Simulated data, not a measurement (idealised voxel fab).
This is a process module. Its name is voxel wiring stack.
Cross-section cut: width 275 nm, square cells of 5 nm.
When this document writes out a cross-section, it uses a grid of square cells and lists it as bands, beginning at the top and moving down, with a band standing for one or more rows of cells. First you get the band's top height and its bottom height, in nm, and then the materials it's made of, left to right, with each width in nm. If you see a single material with "everywhere", that one covers the band edge to edge. "empty" is empty space. Zero point of the height axis is 0; under it, received wafer = one material. Lowest band: continues down indefinitely, "z 0 and below". You'd read "30 to 40" like this: the band's top row of cells is as wide as the first number, its bottom row is as wide as the second, and going down, every row changes width by the same amount as the row before did. When a step is marked "nothing changed", none of the cells in the cross-section changed during that step. Under "Closed void catalog" you'll find the enclosed gaps, the ones with no way out to the top, that are 8 cells or bigger; each reads width x height at distance, with distance counted from the left edge, everything in nm. Post-settings text on a step line: simulator's own remark regarding the step. "overlay nm" on a masked step: distance the mask lay right of its planned place, negative for left.

The process steps that were planned are listed below
step 1: RECEIVE,material Si
step 2: CONFORMAL_DEP,material SiO2,thk nm 15
step 3: DIRECTIONAL_DEP,material TiN,thk nm 5
step 4: DIRECTIONAL_DEP,material Ru,thk nm 15
step 5: DIRECTIONAL_DEP,material aC,thk nm 15
step 6: PATTERN,tone cover,mask id METAL_1,material resist,width nm 25,pitch nm 40,thk nm 35,overlay nm 0
step 7: DIRECTIONAL_ETCH,etch materials aC,depth nm 15
step 8: STRIP,etch materials resist
step 9: DIRECTIONAL_ETCH,etch materials Ru,depth nm 15
step 10: DIRECTIONAL_ETCH,etch materials TiN,depth nm 5
step 11: STRIP,etch materials aC
step 12: FILL_DEP,material lowk,thk nm 5
step 13: CMP,height nm 35
step 14: CONFORMAL_DEP,material SiCN,thk nm 5
step 15: DIRECTIONAL_DEP,material lowk,thk nm 15
step 16: DIRECTIONAL_DEP,material aC,thk nm 15
step 17: PATTERN,tone open,mask id PLUG_1,material resist,width nm 15,pitch nm 40,thk nm 35,overlay nm 0
step 18: DIRECTIONAL_ETCH,etch materials aC,depth nm 15
step 19: STRIP,etch materials resist
step 20: DIRECTIONAL_ETCH,etch materials lowk,depth nm 15
step 21: DIRECTIONAL_ETCH,etch materials SiCN,depth nm 5
step 22: STRIP,etch materials aC
step 23: EPI,material Ru,thk nm 10
step 24: EPI,material Ru,thk nm 10
step 25: CONFORMAL_DEP,material SiN,thk nm 5
step 26: DIRECTIONAL_DEP,material SiO2,thk nm 15
step 27: MASKED_ETCH,tone open,mask id METAL_2,width nm 25,pitch nm 40,etch materials SiO2,depth nm 15,overlay nm 0
step 28: MASKED_ETCH,tone open,mask id METAL_2,width nm 25,pitch nm 40,etch materials SiN,depth nm 5,overlay nm 0
step 29: CONFORMAL_DEP,material TiN,thk nm 5
step 30: FILL_DEP,material Cu,thk nm 5
step 31: CMP,height nm 75
step 32: EPI,material Ru,thk nm 5
step 33: FILL_DEP,material SiCN,thk nm 5
step 34: DIRECTIONAL_DEP,material SiO2,thk nm 35
step 35: MASKED_ETCH,tone open,mask id METAL_3,width nm 25,pitch nm 40,etch materials SiO2,depth nm 20,overlay nm 0
step 36: DIRECTIONAL_DEP,material aC,thk nm 10
step 37: PATTERN,tone open,mask id METAL_3_HOLES,material resist,width nm 15,pitch nm 80,thk nm 30,overlay nm 0
step 38: DIRECTIONAL_ETCH,etch materials aC,depth nm 10
step 39: STRIP,etch materials resist
step 40: DIRECTIONAL_ETCH,etch materials SiO2,depth nm 15
step 41: DIRECTIONAL_ETCH,etch materials SiCN,depth nm 5
step 42: STRIP,etch materials aC
step 43: CONFORMAL_DEP,material TiN,thk nm 5
step 44: FILL_DEP,material Cu,thk nm 5
step 45: CMP,height nm 120
step 46: CONFORMAL_DEP,material SiN,thk nm 5

Wafer cross-section on receipt, i.e. after step 1
* z 0 and below = Si everywhere
* Closed void catalog: none

Cross-section: first of two wafers, module finished, run according to plan
* z 125 to 120 = SiN everywhere
* z 120 to 105 = SiO2 (65), then TiN (5), then Cu (15), then TiN (5), then SiO2 (15), then TiN (5), then Cu (15), then TiN (5), then SiO2 (15), then TiN (5), then Cu (15), then TiN (5), then SiO2 (15), then TiN (5), then Cu (15), then TiN (5), then SiO2 (65)
* z 105 to 100 = SiO2 (65), then TiN (5), then Cu (5), then TiN (15), then SiO2 (15), then TiN (25), then SiO2 (15), then TiN (5), then Cu (5), then TiN (15), then SiO2 (15), then TiN (25), then SiO2 (65)
* z 100 to 85 = SiO2 (65), then TiN (5), then Cu (5), then TiN (5), then SiO2 (65), then TiN (5), then Cu (5), then TiN (5), then SiO2 (115)
* z 85 to 80 = SiCN (65), then TiN (15), then SiCN (65), then TiN (15), then SiCN (115)
* z 80 to 75 = SiCN (60), then Ru (35), then SiCN (5), then Ru (35), then SiCN (5), then Ru (35), then SiCN (5), then Ru (35), then SiCN (60)
* z 75 to 60 = SiO2 (65), then TiN (5), then Cu (15), then TiN (5), then SiO2 (15), then TiN (5), then Cu (15), then TiN (5), then SiO2 (15), then TiN (5), then Cu (15), then TiN (5), then SiO2 (15), then TiN (5), then Cu (15), then TiN (5), then SiO2 (65)
* z 60 to 55 = SiN (65), then TiN (25), then SiN (15), then TiN (25), then SiN (15), then TiN (25), then SiN (15), then TiN (25), then SiN (65)
* z 55 to 40 = lowk (65), then Ru (15), then lowk (25), then Ru (15), then lowk (25), then Ru (15), then lowk (25), then Ru (15), then lowk (75)
* z 40 to 35 = SiCN (65), then Ru (15), then SiCN (25), then Ru (15), then SiCN (25), then Ru (15), then SiCN (25), then Ru (15), then SiCN (75)
* z 35 to 20 = lowk (65), then Ru (25), then lowk (15), then Ru (25), then lowk (15), then Ru (25), then lowk (15), then Ru (25), then lowk (65)
* z 20 to 15 = lowk (65), then TiN (25), then lowk (15), then TiN (25), then lowk (15), then TiN (25), then lowk (15), then TiN (25), then lowk (65)
* z 15 to 0 = SiO2 everywhere
* z 0 and below = Si everywhere
* Closed void catalog: none

Here is the second of the two wafers cut open at the end of the module - same start, same plan as the first one, but we made one mistake running it
* z 125 to 120 = SiN everywhere
* z 120 to 85 = Ru everywhere
* z 85 to 80 = SiCN everywhere
* z 80 to 75 = SiCN (60), then Ru (35), then SiCN (5), then Ru (35), then SiCN (5), then Ru (35), then SiCN (5), then Ru (35), then SiCN (60)
* z 75 to 60 = SiO2 (65), then TiN (5), then Cu (15), then TiN (5), then SiO2 (15), then TiN (5), then Cu (15), then TiN (5), then SiO2 (15), then TiN (5), then Cu (15), then TiN (5), then SiO2 (15), then TiN (5), then Cu (15), then TiN (5), then SiO2 (65)
* z 60 to 55 = SiN (65), then TiN (25), then SiN (15), then TiN (25), then SiN (15), then TiN (25), then SiN (15), then TiN (25), then SiN (65)
* z 55 to 40 = lowk (65), then Ru (15), then lowk (25), then Ru (15), then lowk (25), then Ru (15), then lowk (25), then Ru (15), then lowk (75)
* z 40 to 35 = SiCN (65), then Ru (15), then SiCN (25), then Ru (15), then SiCN (25), then Ru (15), then SiCN (25), then Ru (15), then SiCN (75)
* z 35 to 20 = lowk (65), then Ru (25), then lowk (15), then Ru (25), then lowk (15), then Ru (25), then lowk (15), then Ru (25), then lowk (65)
* z 20 to 15 = lowk (65), then TiN (25), then lowk (15), then TiN (25), then lowk (15), then TiN (25), then lowk (15), then TiN (25), then lowk (65)
* z 15 to 0 = SiO2 everywhere
* z 0 and below = Si everywhere
* Closed void catalog: none
Diagnosis: step 34 did not happen as planned, as run it was DIRECTIONAL_DEP,material Ru,thk nm 35
Final difference in cells, second wafer against first, listed per material as more or fewer: Cu -44, Ru +385, SiCN +6, SiO2 -287, TiN -60
